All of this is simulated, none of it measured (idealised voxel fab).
process module | voxel self aligned vias
cross-section cut | 285 nm wide | cells 5 nm
A cross-section is a grid of square cells, given in bands from the top down. A band is one or more rows of cells.
Each band's line starts with the height of the band's top and of its bottom, in nm. Then come its materials from left to right, each with its width in nm. One material with "throughout" fills the band from edge to edge. "air" is empty space.
Height 0 is the level under which the wafer as received is all one material. The lowest band goes on downwards, as in "0 down".
A width such as "30 to 40" changes by the same amount from each row of cells to the next, from the band's top row to its bottom row.
"no change" after a step means that no cell of the cross-section changed.
closed voids: empty space of 8 cells or more with no open way to the top, each as width x height at its distance from the left edge, in nm
after a step's settings: what the simulator itself notes on the step
overlay nm, on a step with a mask: how far to the right of its planned place the mask lay; to the left if negative
Each pair below shows a cross-section before one step and the cross-section after it, down to the lowest band that changed. The line under each pair gives the step between them, with its settings. The pairs can come from different runs of this module on the same starting wafer, so a pair continues from the pair above only where its "before" says so.
before
  0 down: Si throughout
  closed voids: none
after
  10 to 0: SiO2 throughout
  below 0: unchanged
  closed voids: none
the step between: op CONFORMAL_DEP | material SiO2 | thk nm 10
before: the cross-section after the pair above
after
  15 to 10: SiCN throughout
  below 10: unchanged
  closed voids: none
the step between: op CONFORMAL_DEP | material SiCN | thk nm 5
before: the cross-section after the pair above
after
  40 to 15: lowk throughout
  below 15: unchanged
  closed voids: none
the step between: op DIRECTIONAL_DEP | material lowk | thk nm 25
before: the cross-section after the pair above
after
  55 to 40: resist 95 | air 25 | resist 45 | air 25 | resist 95
  below 40: unchanged
  closed voids: none
the step between: op PATTERN | tone open | mask id LINES | material resist | width nm 25 | pitch nm 70 | thk nm 15 | overlay nm 0
before: the cross-section after the pair above
after
  55 to 40: resist 95 | air 25 | resist 45 | air 25 | resist 95
  40 to 15: lowk 95 | air 25 | lowk 45 | air 25 | lowk 95
  below 15: unchanged
  closed voids: none
the step between: op DIRECTIONAL_ETCH | etch materials lowk | depth nm 25
before: the cross-section after the pair above
after
  40 to 15: lowk 95 | air 25 | lowk 45 | air 25 | lowk 95
  below 15: unchanged
  closed voids: none
the step between: op STRIP | etch materials resist
before: the cross-section after the pair above
after
  45 to 40: TiN 100 | air 15 | TiN 55 | air 15 | TiN 100
  40 to 20: lowk 95 | TiN 5 | air 15 | TiN 5 | lowk 45 | TiN 5 | air 15 | TiN 5 | lowk 95
  20 to 15: lowk 95 | TiN 25 | lowk 45 | TiN 25 | lowk 95
  below 15: unchanged
  closed voids: none
the step between: op CONFORMAL_DEP | material TiN | thk nm 5
before: the cross-section after the pair above
after
  55 to 45: Ru throughout
  45 to 40: TiN 100 | Ru 15 | TiN 55 | Ru 15 | TiN 100
  40 to 20: lowk 95 | TiN 5 | Ru 15 | TiN 5 | lowk 45 | TiN 5 | Ru 15 | TiN 5 | lowk 95
  below 20: unchanged
  closed voids: none
the step between: op FILL_DEP | material Ru | thk nm 10
before: the cross-section after the pair above
after
  40 to 20: lowk 95 | TiN 5 | Ru 15 | TiN 5 | lowk 45 | TiN 5 | Ru 15 | TiN 5 | lowk 95
  below 20: unchanged
  closed voids: none
the step between: op CMP | height nm 40
before: the cross-section after the pair above
after
  40 to 35: lowk 95 | air 25 | lowk 45 | air 25 | lowk 95
  below 35: unchanged
  closed voids: none
the step between: op SELECTIVE_ETCH | etch materials W Ru TiN | depth nm 5
before: the cross-section after the pair above
after
  50 to 40: SiN throughout
  40 to 35: lowk 95 | SiN 25 | lowk 45 | SiN 25 | lowk 95
  below 35: unchanged
  closed voids: none
the step between: op FILL_DEP | material SiN | thk nm 10
before: the cross-section after the pair above
after
  40 to 35: lowk 95 | SiN 25 | lowk 45 | SiN 25 | lowk 95
  below 35: unchanged
  closed voids: none
the step between: op CMP | height nm 40
before: the cross-section after the pair above
after
  60 to 40: lowk throughout
  below 40: unchanged
  closed voids: none
the step between: op DIRECTIONAL_DEP | material lowk | thk nm 20
before: the cross-section after the pair above
after
  75 to 60: aC throughout
  below 60: unchanged
  closed voids: none
the step between: op DIRECTIONAL_DEP | material aC | thk nm 15
before: the cross-section after the pair above
after
  105 to 75: resist 85 | air 45 | resist 25 | air 45 | resist 85
  below 75: unchanged
  closed voids: none
the step between: op PATTERN | tone open | mask id VIAS | material resist | width nm 45 | pitch nm 70 | thk nm 30 | overlay nm 0
before: the cross-section after the pair above
after
  90 to 75: resist 85 | air 45 | resist 25 | air 45 | resist 85
  75 to 60: aC 85 | air 45 | aC 25 | air 45 | aC 85
  below 60: unchanged
  closed voids: none
the step between: op DIRECTIONAL_ETCH | etch materials aC | depth nm 15
before: the cross-section after the pair above
after
  75 to 60: aC 85 | air 45 | aC 25 | air 45 | aC 85
  below 60: unchanged
  closed voids: none
the step between: op STRIP | etch materials resist
before: the cross-section after the pair above
after
  75 to 60: aC 85 | air 45 | aC 25 | air 45 | aC 85
  60 to 40: lowk 85 | air 45 | lowk 25 | air 45 | lowk 85
  below 40: unchanged
  closed voids: none
the step between: op DIRECTIONAL_ETCH | etch materials lowk | depth nm 20
before: the cross-section after the pair above
after
  75 to 60: aC 85 | air 45 | aC 25 | air 45 | aC 85
  60 to 40: lowk 85 | air 45 | lowk 25 | air 45 | lowk 85
  40 to 35: lowk 95 | air 25 | lowk 45 | air 25 | lowk 95
  below 35: unchanged
  closed voids: none
the step between: op DIRECTIONAL_ETCH | etch materials SiN | depth nm 5
before: the cross-section after the pair above
after
  60 to 40: lowk 85 | air 45 | lowk 25 | air 45 | lowk 85
  below 40: unchanged
  closed voids: none
the step between: op STRIP | etch materials aC
before: the cross-section after the pair above
after
  65 to 60: TiN 90 | air 35 | TiN 35 | air 35 | TiN 90
  60 to 45: lowk 85 | TiN 5 | air 35 | TiN 5 | lowk 25 | TiN 5 | air 35 | TiN 5 | lowk 85
  45 to 40: lowk 85 | TiN 15 | air 15 | TiN 15 | lowk 25 | TiN 15 | air 15 | TiN 15 | lowk 85
  40 to 35: lowk 95 | TiN 25 | lowk 45 | TiN 25 | lowk 95
  below 35: unchanged
  closed voids: none
the step between: op CONFORMAL_DEP | material TiN | thk nm 5
before: the cross-section after the pair above
after
  75 to 65: Cu throughout
  65 to 60: TiN 90 | Cu 35 | TiN 35 | Cu 35 | TiN 90
  60 to 45: lowk 85 | TiN 5 | Cu 35 | TiN 5 | lowk 25 | TiN 5 | Cu 35 | TiN 5 | lowk 85
  45 to 40: lowk 85 | TiN 15 | Cu 15 | TiN 15 | lowk 25 | TiN 15 | Cu 15 | TiN 15 | lowk 85
  below 40: unchanged
  closed voids: none
the step between: op FILL_DEP | material Cu | thk nm 10
before: the cross-section after the pair above
after
  60 to 45: lowk 85 | TiN 5 | Cu 35 | TiN 5 | lowk 25 | TiN 5 | Cu 35 | TiN 5 | lowk 85
  below 45: unchanged
  closed voids: none
the step between: op CMP | height nm 60
before: the cross-section after the pair above
after
  65 to 60: SiCN throughout
  below 60: unchanged
  closed voids: none
the step between: op CONFORMAL_DEP | material SiCN | thk nm 5
before
  10 to 0: SiO2 throughout
  0 down: Si throughout
  closed voids: none
after
  35 to 10: lowk throughout
  below 10: unchanged
  closed voids: none
the step between: op DIRECTIONAL_DEP | material lowk | thk nm 25
before: the cross-section after the pair above
after
  50 to 35: resist 95 | air 25 | resist 45 | air 25 | resist 95
  below 35: unchanged
  closed voids: none
the step between: op PATTERN | tone open | mask id LINES | material resist | width nm 25 | pitch nm 70 | thk nm 15 | overlay nm 0
before: the cross-section after the pair above
after
  50 to 35: resist 95 | air 25 | resist 45 | air 25 | resist 95
  35 to 10: lowk 95 | air 25 | lowk 45 | air 25 | lowk 95
  below 10: unchanged
  closed voids: none
the step between: op DIRECTIONAL_ETCH | etch materials lowk | depth nm 25
before: the cross-section after the pair above
after
  35 to 10: lowk 95 | air 25 | lowk 45 | air 25 | lowk 95
  below 10: unchanged
  closed voids: none
the step between: op STRIP | etch materials resist
before: the cross-section after the pair above
after
  40 to 35: TiN 100 | air 15 | TiN 55 | air 15 | TiN 100
  35 to 15: lowk 95 | TiN 5 | air 15 | TiN 5 | lowk 45 | TiN 5 | air 15 | TiN 5 | lowk 95
  15 to 10: lowk 95 | TiN 25 | lowk 45 | TiN 25 | lowk 95
  below 10: unchanged
  closed voids: none
the step between: op CONFORMAL_DEP | material TiN | thk nm 5
before: the cross-section after the pair above
after
  50 to 40: Ru throughout
  40 to 35: TiN 100 | Ru 15 | TiN 55 | Ru 15 | TiN 100
  35 to 15: lowk 95 | TiN 5 | Ru 15 | TiN 5 | lowk 45 | TiN 5 | Ru 15 | TiN 5 | lowk 95
  below 15: unchanged
  closed voids: none
the step between: op FILL_DEP | material Ru | thk nm 10
before: the cross-section after the pair above
after
  40 to 35: TiN 100 | Ru 15 | TiN 55 | Ru 15 | TiN 100
  below 35: unchanged
  closed voids: none
the step between: op CMP | height nm 40
before: the cross-section after the pair above
after
  35 to 15: lowk 95 | TiN 5 | Ru 15 | TiN 5 | lowk 45 | TiN 5 | Ru 15 | TiN 5 | lowk 95
  below 15: unchanged
  closed voids: none
the step between: op SELECTIVE_ETCH | etch materials W Ru TiN | depth nm 5
before: the cross-section after the pair above
after
  45 to 35: SiN throughout
  below 35: unchanged
  closed voids: none
the step between: op FILL_DEP | material SiN | thk nm 10
before: the cross-section after the pair above
after
  40 to 35: SiN throughout
  below 35: unchanged
  closed voids: none
the step between: op CMP | height nm 40
before: the cross-section after the pair above
after
  60 to 40: lowk throughout
  below 40: unchanged
  closed voids: none
the step between: op DIRECTIONAL_DEP | material lowk | thk nm 20
before: the cross-section after the pair above
after
  75 to 60: aC throughout
  below 60: unchanged
  closed voids: none
the step between: op DIRECTIONAL_DEP | material aC | thk nm 15
before: the cross-section after the pair above
after
  105 to 75: resist 85 | air 45 | resist 25 | air 45 | resist 85
  below 75: unchanged
  closed voids: none
the step between: op PATTERN | tone open | mask id VIAS | material resist | width nm 45 | pitch nm 70 | thk nm 30 | overlay nm 0
before: the cross-section after the pair above
after
  90 to 75: resist 85 | air 45 | resist 25 | air 45 | resist 85
  75 to 60: aC 85 | air 45 | aC 25 | air 45 | aC 85
  below 60: unchanged
  closed voids: none
the step between: op DIRECTIONAL_ETCH | etch materials aC | depth nm 15
before: the cross-section after the pair above
after
  75 to 60: aC 85 | air 45 | aC 25 | air 45 | aC 85
  below 60: unchanged
  closed voids: none
the step between: op STRIP | etch materials resist
before: the cross-section after the pair above
after
  75 to 60: aC 85 | air 45 | aC 25 | air 45 | aC 85
  60 to 40: lowk 85 | air 45 | lowk 25 | air 45 | lowk 85
  below 40: unchanged
  closed voids: none
the step between: op DIRECTIONAL_ETCH | etch materials lowk | depth nm 20
before: the cross-section after the pair above
after
  75 to 60: aC 85 | air 45 | aC 25 | air 45 | aC 85
  60 to 40: lowk 85 | air 45 | lowk 25 | air 45 | lowk 85
  40 to 35: SiN 85 | air 45 | SiN 25 | air 45 | SiN 85
  below 35: unchanged
  closed voids: none
the step between: op DIRECTIONAL_ETCH | etch materials SiN | depth nm 5
before: the cross-section after the pair above
after
  60 to 40: lowk 85 | air 45 | lowk 25 | air 45 | lowk 85
  below 40: unchanged
  closed voids: none
the step between: op STRIP | etch materials aC
before: the cross-section after the pair above
after
  65 to 60: TiN 90 | air 35 | TiN 35 | air 35 | TiN 90
  60 to 40: lowk 85 | TiN 5 | air 35 | TiN 5 | lowk 25 | TiN 5 | air 35 | TiN 5 | lowk 85
  40 to 35: SiN 85 | TiN 45 | SiN 25 | TiN 45 | SiN 85
  below 35: unchanged
  closed voids: none
the step between: op CONFORMAL_DEP | material TiN | thk nm 5
before: the cross-section after the pair above
after
  75 to 65: Cu throughout
  65 to 60: TiN 90 | Cu 35 | TiN 35 | Cu 35 | TiN 90
  60 to 40: lowk 85 | TiN 5 | Cu 35 | TiN 5 | lowk 25 | TiN 5 | Cu 35 | TiN 5 | lowk 85
  below 40: unchanged
  closed voids: none
the step between: op FILL_DEP | material Cu | thk nm 10
before: the cross-section after the pair above
after
  60 to 40: lowk 85 | TiN 5 | Cu 35 | TiN 5 | lowk 25 | TiN 5 | Cu 35 | TiN 5 | lowk 85
  below 40: unchanged
  closed voids: none
the step between: op CMP | height nm 60
before: the cross-section after the pair above
after
  65 to 60: SiCN throughout
  below 60: unchanged
  closed voids: none
the step between: op CONFORMAL_DEP | material SiCN | thk nm 5
before
  75 to 60: aC 85 | air 45 | aC 25 | air 45 | aC 85
  60 to 40: lowk 85 | air 45 | lowk 25 | air 45 | lowk 85
  40 to 35: lowk 95 | SiN 25 | lowk 45 | SiN 25 | lowk 95
  35 to 20: lowk 95 | TiN 5 | Ru 15 | TiN 5 | lowk 45 | TiN 5 | Ru 15 | TiN 5 | lowk 95
  20 to 15: lowk 95 | TiN 25 | lowk 45 | TiN 25 | lowk 95
  15 to 10: SiCN throughout
  10 to 0: SiO2 throughout
  0 down: Si throughout
  closed voids: none
after
  75 to 60: aC 85 | air 45 | aC 25 | air 45 | aC 85
  60 to 40: lowk 85 | air 45 | lowk 25 | air 45 | lowk 85
  40 to 35: lowk 85 | air 10 | SiN 25 | air 10 | lowk 25 | air 10 | SiN 25 | air 10 | lowk 85
  35 to 20: lowk 85 | air 10 | TiN 5 | Ru 15 | TiN 5 | air 10 | lowk 25 | air 10 | TiN 5 | Ru 15 | TiN 5 | air 10 | lowk 85
  below 20: unchanged
  closed voids: none
the step between: op DIRECTIONAL_ETCH | etch materials lowk | depth nm 20
before: the cross-section after the pair above
after
  75 to 60: aC 85 | air 45 | aC 25 | air 45 | aC 85
  60 to 35: lowk 85 | air 45 | lowk 25 | air 45 | lowk 85
  below 35: unchanged
  closed voids: none
the step between: op DIRECTIONAL_ETCH | etch materials SiN | depth nm 5
before: the cross-section after the pair above
after
  60 to 35: lowk 85 | air 45 | lowk 25 | air 45 | lowk 85
  below 35: unchanged
  closed voids: none
the step between: op STRIP | etch materials aC
before: the cross-section after the pair above
after
  65 to 60: TiN 90 | air 35 | TiN 35 | air 35 | TiN 90
  60 to 40: lowk 85 | TiN 5 | air 35 | TiN 5 | lowk 25 | TiN 5 | air 35 | TiN 5 | lowk 85
  40 to 35: lowk 85 | TiN 45 | lowk 25 | TiN 45 | lowk 85
  35 to 20: lowk 85 | TiN 15 | Ru 15 | TiN 15 | lowk 25 | TiN 15 | Ru 15 | TiN 15 | lowk 85
  below 20: unchanged
  closed voids: none
the step between: op CONFORMAL_DEP | material TiN | thk nm 5
before: the cross-section after the pair above
after
  75 to 65: Cu throughout
  65 to 60: TiN 90 | Cu 35 | TiN 35 | Cu 35 | TiN 90
  60 to 40: lowk 85 | TiN 5 | Cu 35 | TiN 5 | lowk 25 | TiN 5 | Cu 35 | TiN 5 | lowk 85
  below 40: unchanged
  closed voids: none
the step between: op FILL_DEP | material Cu | thk nm 10
before: the cross-section after the pair above
after
  60 to 40: lowk 85 | TiN 5 | Cu 35 | TiN 5 | lowk 25 | TiN 5 | Cu 35 | TiN 5 | lowk 85
  below 40: unchanged
  closed voids: none
the step between: op CMP | height nm 60
before: the cross-section after the pair above
after
  65 to 60: SiCN throughout
  below 60: unchanged
  closed voids: none
the step between: op CONFORMAL_DEP | material SiCN | thk nm 5
before
  0 down: Si throughout
  closed voids: none
after
  5 to 0: SiCN throughout
  below 0: unchanged
  closed voids: none
the step between: op CONFORMAL_DEP | material SiCN | thk nm 5
before: the cross-section after the pair above
after
  15 to 5: SiO2 throughout
  below 5: unchanged
  closed voids: none
the step between: op CONFORMAL_DEP | material SiO2 | thk nm 10
before: the cross-section after the pair above
after
  40 to 15: lowk throughout
  below 15: unchanged
  closed voids: none
the step between: op DIRECTIONAL_DEP | material lowk | thk nm 25
before: the cross-section after the pair above
after
  55 to 40: resist 95 | air 25 | resist 45 | air 25 | resist 95
  below 40: unchanged
  closed voids: none
the step between: op PATTERN | tone open | mask id LINES | material resist | width nm 25 | pitch nm 70 | thk nm 15 | overlay nm 0
before: the cross-section after the pair above
after
  55 to 40: resist 95 | air 25 | resist 45 | air 25 | resist 95
  40 to 15: lowk 95 | air 25 | lowk 45 | air 25 | lowk 95
  below 15: unchanged
  closed voids: none
the step between: op DIRECTIONAL_ETCH | etch materials lowk | depth nm 25
before: the cross-section after the pair above
after
  40 to 15: lowk 95 | air 25 | lowk 45 | air 25 | lowk 95
  below 15: unchanged
  closed voids: none
the step between: op STRIP | etch materials resist
before: the cross-section after the pair above
after
  45 to 40: TiN 100 | air 15 | TiN 55 | air 15 | TiN 100
  40 to 20: lowk 95 | TiN 5 | air 15 | TiN 5 | lowk 45 | TiN 5 | air 15 | TiN 5 | lowk 95
  20 to 15: lowk 95 | TiN 25 | lowk 45 | TiN 25 | lowk 95
  below 15: unchanged
  closed voids: none
the step between: op CONFORMAL_DEP | material TiN | thk nm 5
before: the cross-section after the pair above
after
  55 to 45: Ru throughout
  45 to 40: TiN 100 | Ru 15 | TiN 55 | Ru 15 | TiN 100
  40 to 20: lowk 95 | TiN 5 | Ru 15 | TiN 5 | lowk 45 | TiN 5 | Ru 15 | TiN 5 | lowk 95
  below 20: unchanged
  closed voids: none
the step between: op FILL_DEP | material Ru | thk nm 10
before: the cross-section after the pair above
after
  40 to 20: lowk 95 | TiN 5 | Ru 15 | TiN 5 | lowk 45 | TiN 5 | Ru 15 | TiN 5 | lowk 95
  below 20: unchanged
  closed voids: none
the step between: op CMP | height nm 40
before: the cross-section after the pair above
after
  40 to 35: lowk 95 | air 25 | lowk 45 | air 25 | lowk 95
  below 35: unchanged
  closed voids: none
the step between: op SELECTIVE_ETCH | etch materials W Ru TiN | depth nm 5
before: the cross-section after the pair above
after
  50 to 40: SiN throughout
  40 to 35: lowk 95 | SiN 25 | lowk 45 | SiN 25 | lowk 95
  below 35: unchanged
  closed voids: none
the step between: op FILL_DEP | material SiN | thk nm 10
before: the cross-section after the pair above
after
  40 to 35: lowk 95 | SiN 25 | lowk 45 | SiN 25 | lowk 95
  below 35: unchanged
  closed voids: none
the step between: op CMP | height nm 40
before: the cross-section after the pair above
after
  60 to 40: lowk throughout
  below 40: unchanged
  closed voids: none
the step between: op DIRECTIONAL_DEP | material lowk | thk nm 20
before: the cross-section after the pair above
after
  75 to 60: aC throughout
  below 60: unchanged
  closed voids: none
the step between: op DIRECTIONAL_DEP | material aC | thk nm 15
before: the cross-section after the pair above
after
  105 to 75: resist 85 | air 45 | resist 25 | air 45 | resist 85
  below 75: unchanged
  closed voids: none
the step between: op PATTERN | tone open | mask id VIAS | material resist | width nm 45 | pitch nm 70 | thk nm 30 | overlay nm 0
before: the cross-section after the pair above
after
  90 to 75: resist 85 | air 45 | resist 25 | air 45 | resist 85
  75 to 60: aC 85 | air 45 | aC 25 | air 45 | aC 85
  below 60: unchanged
  closed voids: none
the step between: op DIRECTIONAL_ETCH | etch materials aC | depth nm 15
before: the cross-section after the pair above
after
  75 to 60: aC 85 | air 45 | aC 25 | air 45 | aC 85
  below 60: unchanged
  closed voids: none
the step between: op STRIP | etch materials resist
before: the cross-section after the pair above
after
  75 to 60: aC 85 | air 45 | aC 25 | air 45 | aC 85
  60 to 40: lowk 85 | air 45 | lowk 25 | air 45 | lowk 85
  below 40: unchanged
  closed voids: none
the step between: op DIRECTIONAL_ETCH | etch materials lowk | depth nm 20
before: the cross-section after the pair above
after
  75 to 60: aC 85 | air 45 | aC 25 | air 45 | aC 85
  60 to 40: lowk 85 | air 45 | lowk 25 | air 45 | lowk 85
  40 to 35: lowk 95 | air 25 | lowk 45 | air 25 | lowk 95
  below 35: unchanged
  closed voids: none
the step between: op DIRECTIONAL_ETCH | etch materials SiN | depth nm 5
before: the cross-section after the pair above
after
  60 to 40: lowk 85 | air 45 | lowk 25 | air 45 | lowk 85
  below 40: unchanged
  closed voids: none
the step between: op STRIP | etch materials aC
before: the cross-section after the pair above
after
  65 to 60: TiN 90 | air 35 | TiN 35 | air 35 | TiN 90
  60 to 45: lowk 85 | TiN 5 | air 35 | TiN 5 | lowk 25 | TiN 5 | air 35 | TiN 5 | lowk 85
  45 to 40: lowk 85 | TiN 15 | air 15 | TiN 15 | lowk 25 | TiN 15 | air 15 | TiN 15 | lowk 85
  40 to 35: lowk 95 | TiN 25 | lowk 45 | TiN 25 | lowk 95
  below 35: unchanged
  closed voids: none
the step between: op CONFORMAL_DEP | material TiN | thk nm 5
before: the cross-section after the pair above
after
  75 to 65: Cu throughout
  65 to 60: TiN 90 | Cu 35 | TiN 35 | Cu 35 | TiN 90
  60 to 45: lowk 85 | TiN 5 | Cu 35 | TiN 5 | lowk 25 | TiN 5 | Cu 35 | TiN 5 | lowk 85
  45 to 40: lowk 85 | TiN 15 | Cu 15 | TiN 15 | lowk 25 | TiN 15 | Cu 15 | TiN 15 | lowk 85
  below 40: unchanged
  closed voids: none
the step between: op FILL_DEP | material Cu | thk nm 10
before: the cross-section after the pair above
after
  60 to 45: lowk 85 | TiN 5 | Cu 35 | TiN 5 | lowk 25 | TiN 5 | Cu 35 | TiN 5 | lowk 85
  below 45: unchanged
  closed voids: none
the step between: op CMP | height nm 60
before: the cross-section after the pair above
after
  65 to 60: SiCN throughout
  below 60: unchanged
  closed voids: none
the step between: op CONFORMAL_DEP | material SiCN | thk nm 5
before
  75 to 60: aC 85 | air 45 | aC 25 | air 45 | aC 85
  60 to 40: lowk throughout
  40 to 35: lowk 95 | SiN 25 | lowk 45 | SiN 25 | lowk 95
  35 to 20: lowk 95 | TiN 5 | Ru 15 | TiN 5 | lowk 45 | TiN 5 | Ru 15 | TiN 5 | lowk 95
  20 to 15: lowk 95 | TiN 25 | lowk 45 | TiN 25 | lowk 95
  15 to 10: SiCN throughout
  10 to 0: SiO2 throughout
  0 down: Si throughout
  closed voids: none
after
  75 to 60: aC 85 | air 45 | aC 25 | air 45 | aC 85
  60 to 40: lowk 85 | air 45 | lowk 25 | air 45 | lowk 85
  40 to 35: lowk 85 | air 10 | SiN 25 | air 10 | lowk 25 | air 10 | SiN 25 | air 10 | lowk 85
  below 35: unchanged
  closed voids: none
the step between: op DIRECTIONAL_ETCH | etch materials lowk | depth nm 25
before: the cross-section after the pair above
after
  75 to 60: aC 85 | air 45 | aC 25 | air 45 | aC 85
  60 to 35: lowk 85 | air 45 | lowk 25 | air 45 | lowk 85
  below 35: unchanged
  closed voids: none
the step between: op DIRECTIONAL_ETCH | etch materials SiN | depth nm 5
before: the cross-section after the pair above
after
  60 to 35: lowk 85 | air 45 | lowk 25 | air 45 | lowk 85
  below 35: unchanged
  closed voids: none
the step between: op STRIP | etch materials aC
before: the cross-section after the pair above
after
  65 to 60: TiN 90 | air 35 | TiN 35 | air 35 | TiN 90
  60 to 40: lowk 85 | TiN 5 | air 35 | TiN 5 | lowk 25 | TiN 5 | air 35 | TiN 5 | lowk 85
  40 to 35: lowk 85 | TiN 45 | lowk 25 | TiN 45 | lowk 85
  below 35: unchanged
  closed voids: none
the step between: op CONFORMAL_DEP | material TiN | thk nm 5
before: the cross-section after the pair above
after
  75 to 65: Cu throughout
  65 to 60: TiN 90 | Cu 35 | TiN 35 | Cu 35 | TiN 90
  60 to 40: lowk 85 | TiN 5 | Cu 35 | TiN 5 | lowk 25 | TiN 5 | Cu 35 | TiN 5 | lowk 85
  below 40: unchanged
  closed voids: none
the step between: op FILL_DEP | material Cu | thk nm 10
before: the cross-section after the pair above
after
  60 to 40: lowk 85 | TiN 5 | Cu 35 | TiN 5 | lowk 25 | TiN 5 | Cu 35 | TiN 5 | lowk 85
  below 40: unchanged
  closed voids: none
the step between: op CMP | height nm 60
before: the cross-section after the pair above
after
  65 to 60: SiCN throughout
  below 60: unchanged
  closed voids: none
the step between: op CONFORMAL_DEP | material SiCN | thk nm 5
before
  75 to 60: aC throughout
  60 to 40: lowk throughout
  40 to 35: lowk 95 | SiN 25 | lowk 45 | SiN 25 | lowk 95
  35 to 20: lowk 95 | TiN 5 | Ru 15 | TiN 5 | lowk 45 | TiN 5 | Ru 15 | TiN 5 | lowk 95
  20 to 15: lowk 95 | TiN 25 | lowk 45 | TiN 25 | lowk 95
  15 to 10: SiCN throughout
  10 to 0: SiO2 throughout
  0 down: Si throughout
  closed voids: none
after
  105 to 75: resist 80 | air 55 | resist 15 | air 55 | resist 80
  below 75: unchanged
  closed voids: none
the step between: op PATTERN | tone open | mask id VIAS | material resist | width nm 55 | pitch nm 70 | thk nm 30 | overlay nm 0
before: the cross-section after the pair above
after
  90 to 75: resist 80 | air 55 | resist 15 | air 55 | resist 80
  75 to 60: aC 80 | air 55 | aC 15 | air 55 | aC 80
  below 60: unchanged
  closed voids: none
the step between: op DIRECTIONAL_ETCH | etch materials aC | depth nm 15
before: the cross-section after the pair above
after
  75 to 60: aC 80 | air 55 | aC 15 | air 55 | aC 80
  below 60: unchanged
  closed voids: none
the step between: op STRIP | etch materials resist
before: the cross-section after the pair above
after
  75 to 60: aC 80 | air 55 | aC 15 | air 55 | aC 80
  60 to 40: lowk 80 | air 55 | lowk 15 | air 55 | lowk 80
  below 40: unchanged
  closed voids: none
the step between: op DIRECTIONAL_ETCH | etch materials lowk | depth nm 20
before: the cross-section after the pair above
after
  75 to 60: aC 80 | air 55 | aC 15 | air 55 | aC 80
  60 to 40: lowk 80 | air 55 | lowk 15 | air 55 | lowk 80
  40 to 35: lowk 95 | air 25 | lowk 45 | air 25 | lowk 95
  below 35: unchanged
  closed voids: none
the step between: op DIRECTIONAL_ETCH | etch materials SiN | depth nm 5
before: the cross-section after the pair above
after
  60 to 40: lowk 80 | air 55 | lowk 15 | air 55 | lowk 80
  below 40: unchanged
  closed voids: none
the step between: op STRIP | etch materials aC
before: the cross-section after the pair above
after
  65 to 60: TiN 85 | air 45 | TiN 25 | air 45 | TiN 85
  60 to 45: lowk 80 | TiN 5 | air 45 | TiN 5 | lowk 15 | TiN 5 | air 45 | TiN 5 | lowk 80
  45 to 40: lowk 80 | TiN 20 | air 15 | TiN 20 | lowk 15 | TiN 20 | air 15 | TiN 20 | lowk 80
  40 to 35: lowk 95 | TiN 25 | lowk 45 | TiN 25 | lowk 95
  below 35: unchanged
  closed voids: none
the step between: op CONFORMAL_DEP | material TiN | thk nm 5
before: the cross-section after the pair above
after
  75 to 65: Cu throughout
  65 to 60: TiN 85 | Cu 45 | TiN 25 | Cu 45 | TiN 85
  60 to 45: lowk 80 | TiN 5 | Cu 45 | TiN 5 | lowk 15 | TiN 5 | Cu 45 | TiN 5 | lowk 80
  45 to 40: lowk 80 | TiN 20 | Cu 15 | TiN 20 | lowk 15 | TiN 20 | Cu 15 | TiN 20 | lowk 80
  below 40: unchanged
  closed voids: none
the step between: op FILL_DEP | material Cu | thk nm 10
before: the cross-section after the pair above
after
  60 to 45: lowk 80 | TiN 5 | Cu 45 | TiN 5 | lowk 15 | TiN 5 | Cu 45 | TiN 5 | lowk 80
  below 45: unchanged
  closed voids: none
the step between: op CMP | height nm 60
before: the cross-section after the pair above
after
  65 to 60: SiCN throughout
  below 60: unchanged
  closed voids: none
the step between: op CONFORMAL_DEP | material SiCN | thk nm 5
before
  40 to 15: lowk throughout
  15 to 10: SiCN throughout
  10 to 0: SiO2 throughout
  0 down: Si throughout
  closed voids: none
after
  55 to 40: resist 85 | air 25 | resist 45 | air 25 | resist 105
  below 40: unchanged
  closed voids: none
the step between: op PATTERN | tone open | mask id LINES | material resist | width nm 25 | pitch nm 70 | thk nm 15 | overlay nm -10
before: the cross-section after the pair above
after
  55 to 40: resist 85 | air 25 | resist 45 | air 25 | resist 105
  40 to 15: lowk 85 | air 25 | lowk 45 | air 25 | lowk 105
  below 15: unchanged
  closed voids: none
the step between: op DIRECTIONAL_ETCH | etch materials lowk | depth nm 25
before: the cross-section after the pair above
after
  40 to 15: lowk 85 | air 25 | lowk 45 | air 25 | lowk 105
  below 15: unchanged
  closed voids: none
the step between: op STRIP | etch materials resist
before: the cross-section after the pair above
after
  45 to 40: TiN 90 | air 15 | TiN 55 | air 15 | TiN 110
  40 to 20: lowk 85 | TiN 5 | air 15 | TiN 5 | lowk 45 | TiN 5 | air 15 | TiN 5 | lowk 105
  20 to 15: lowk 85 | TiN 25 | lowk 45 | TiN 25 | lowk 105
  below 15: unchanged
  closed voids: none
the step between: op CONFORMAL_DEP | material TiN | thk nm 5
before: the cross-section after the pair above
after
  55 to 45: Ru throughout
  45 to 40: TiN 90 | Ru 15 | TiN 55 | Ru 15 | TiN 110
  40 to 20: lowk 85 | TiN 5 | Ru 15 | TiN 5 | lowk 45 | TiN 5 | Ru 15 | TiN 5 | lowk 105
  below 20: unchanged
  closed voids: none
the step between: op FILL_DEP | material Ru | thk nm 10
before: the cross-section after the pair above
after
  40 to 20: lowk 85 | TiN 5 | Ru 15 | TiN 5 | lowk 45 | TiN 5 | Ru 15 | TiN 5 | lowk 105
  below 20: unchanged
  closed voids: none
the step between: op CMP | height nm 40
before: the cross-section after the pair above
after
  40 to 35: lowk 85 | air 25 | lowk 45 | air 25 | lowk 105
  below 35: unchanged
  closed voids: none
the step between: op SELECTIVE_ETCH | etch materials W Ru TiN | depth nm 5
before: the cross-section after the pair above
after
  50 to 40: SiN throughout
  40 to 35: lowk 85 | SiN 25 | lowk 45 | SiN 25 | lowk 105
  below 35: unchanged
  closed voids: none
the step between: op FILL_DEP | material SiN | thk nm 10
before: the cross-section after the pair above
after
  40 to 35: lowk 85 | SiN 25 | lowk 45 | SiN 25 | lowk 105
  below 35: unchanged
  closed voids: none
the step between: op CMP | height nm 40
before: the cross-section after the pair above
after
  60 to 40: lowk throughout
  below 40: unchanged
  closed voids: none
the step between: op DIRECTIONAL_DEP | material lowk | thk nm 20
before: the cross-section after the pair above
after
  75 to 60: aC throughout
  below 60: unchanged
  closed voids: none
the step between: op DIRECTIONAL_DEP | material aC | thk nm 15
before: the cross-section after the pair above
after
  105 to 75: resist 85 | air 45 | resist 25 | air 45 | resist 85
  below 75: unchanged
  closed voids: none
the step between: op PATTERN | tone open | mask id VIAS | material resist | width nm 45 | pitch nm 70 | thk nm 30 | overlay nm 0
before: the cross-section after the pair above
after
  90 to 75: resist 85 | air 45 | resist 25 | air 45 | resist 85
  75 to 60: aC 85 | air 45 | aC 25 | air 45 | aC 85
  below 60: unchanged
  closed voids: none
the step between: op DIRECTIONAL_ETCH | etch materials aC | depth nm 15
before: the cross-section after the pair above
after
  75 to 60: aC 85 | air 45 | aC 25 | air 45 | aC 85
  below 60: unchanged
  closed voids: none
the step between: op STRIP | etch materials resist
